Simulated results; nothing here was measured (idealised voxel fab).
process module | voxel quadruple lines
Displayed cross-section: cut, width of 280 nm, square cells sized 5 nm.
Throughout this document, each cross-section is represented as a grid of square cells and is presented as a sequence of bands enumerated from the top downward, where a band comprises one or more rows of cells. In this notation a band is specified by the heights of its top and bottom, in that order and in nm, after which its materials appear from left to right, each paired with its width in nm. The word "all across" attached to a single material means that material fills the band from edge to edge; the word "empty" stands for empty space. Ref level 0: as-received wafer is one material below here. Bottom band extends down with no lower bound ("z 0 and below"). The two numbers in a width such as "30 to 40" mark its ends across the band: the first belongs to the top row of cells, the second to the bottom row, and from each row to the next the width moves by the same amount. "no change" (step): cross-section cells unchanged, all of them. Voids not open to the top, 8 cells minimum: see "Voids, enclosed". Written width x height at distance; distance is from the left edge; nm. Read whatever lies past the settings on a step's line as the simulator's own remark about the step. Steps that use a mask can have "overlay nm" on their line. It says how far the mask sat to the right of where it was meant to be. Negative means to the left.
The process steps that were planned are listed below
1. RECEIVE,material Si
2. CONFORMAL_DEP,material SiO2,thk nm 10
3. DIRECTIONAL_DEP,material W,thk nm 10
4. DIRECTIONAL_DEP,material polySi,thk nm 10
5. DIRECTIONAL_DEP,material aC,thk nm 20
6. PATTERN,tone cover,mask id MANDREL,material resist,width nm 20,pitch nm 60,thk nm 25,overlay nm 0
7. DIRECTIONAL_ETCH,etch materials aC,depth nm 20
8. STRIP,etch materials resist
9. CONFORMAL_DEP,material SiO2,thk nm 10
10. DIRECTIONAL_ETCH,etch materials SiO2,depth nm 10
11. STRIP,etch materials aC
12. DIRECTIONAL_ETCH,etch materials polySi,depth nm 20
13. STRIP,etch materials SiO2
14. CONFORMAL_DEP,material SiCN,thk nm 5
15. DIRECTIONAL_ETCH,etch materials SiCN,depth nm 5
16. STRIP,etch materials polySi
17. DIRECTIONAL_ETCH,etch materials W,depth nm 10
18. STRIP,etch materials SiCN
Where the wafers of this document differ is in the thk nm of step 4; they start out the same, and the plan states the value that applied to the first wafer.
Cross-section, first of several wafers, as delivered after step 1
> z 0 and below | Si all across
> Voids, enclosed: none
End-of-module cross-section, first of several wafers, after last step 18
> z 20 to 10 | 85 of empty / 5 of W / 10 of empty / 5 of W / 10 of empty / 5 of W / 10 of empty / 5 of W / 10 of empty / 5 of W / 10 of empty / 5 of W / 10 of empty / 5 of W / 10 of empty / 5 of W / 85 of empty
> z 10 to 0 | SiO2 all across
> z 0 and below | Si all across
> Voids, enclosed: none
Final wafer cross-section at module end
> z 10 to 0 | SiO2 all across
> z 0 and below | Si all across
> Voids, enclosed: none
Heads up, this table goes wafer by wafer. A row tells you, at the end of the module, how many cells of each material that wafer has put on (+) or dropped (-) since it was received, and then its closed voids
thk nm 10, +112 SiO2, +16 W, Voids, enclosed: none
thk nm 15, +112 SiO2, +16 W, Voids, enclosed: none
thk nm 20, +112 SiO2, +16 W, Voids, enclosed: none
thk nm 25, +112 SiO2, Voids, enclosed: none
thk nm 30, +112 SiO2, Voids, enclosed: none
thk nm 35, +112 SiO2, Voids, enclosed: none
